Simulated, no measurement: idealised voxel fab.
process module | voxel released beams
Shown is cross-section cut, with a width of 165 nm and square cells of size 5 nm.
The cross-sections in this document take the form of a grid made of square cells. They are written out as bands, in order from top to bottom. Each band consists of one or more rows of cells. Top height, bottom height, nm. Materials left to right, width each, nm. Single material + "everywhere" = fills band edge to edge. "air" = empty. Heads up on the height convention: 0 is the point under which the incoming wafer is all one material, and the lowest band has no bottom, it just keeps going down, like "0 and below". It should be noted that a width expressed as "30->40" varies in equal increments from row to row of cells within the band, taking the value of the first number at the top row and that of the second number at the bottom row. Where a step carries "left unchanged", the cross-section came out of it unchanged, cell for cell. "Closed internal cavities" specifies each empty space that is not open to the top and that occupies no fewer than 8 cells, using the form width x height at distance, the distance measured from the left edge and all three quantities in nm. On a step's line, text after the settings is the simulator commenting on that step. overlay nm: step with mask; distance mask lay right of planned place; negative value = left of planned place.
Planned step list for the process
1 RECEIVE (material Si)
2 CONFORMAL_DEP (material SiN; thk nm 5)
3 DIRECTIONAL_DEP (material SiO2; thk nm 20)
4 MASKED_ETCH (tone open; mask id ANCHOR; width nm 25; etch materials SiO2; depth nm 20; overlay nm 0)
5 CONFORMAL_DEP (material polySi; thk nm 15)
6 MASKED_ETCH (tone cover; mask id BEAM; width nm 95; etch materials polySi; depth nm 15; overlay nm 0)
7 STRIP (etch materials SiO2)
Wafers differ in width nm at step 4; plan lists the first wafer's value; identical starting state.
Cross-section of the first of several wafers on receipt, reflecting completion of step 1
0 and below = Si everywhere
Closed internal cavities: none
Rows = wafers. At module end, each row lists per material the cells gained (+) or lost (-) since the wafer was received, then the closed voids
width nm 25; +33 SiN; +77 polySi; Closed internal cavities: none
width nm 30; +33 SiN; +81 polySi; Closed internal cavities: none
width nm 35; +33 SiN; +81 polySi; Closed internal cavities: none
width nm 40; +33 SiN; +81 polySi; Closed internal cavities: none
width nm 45; +33 SiN; +81 polySi; Closed internal cavities: none
width nm 50; +33 SiN; +81 polySi; Closed internal cavities: none
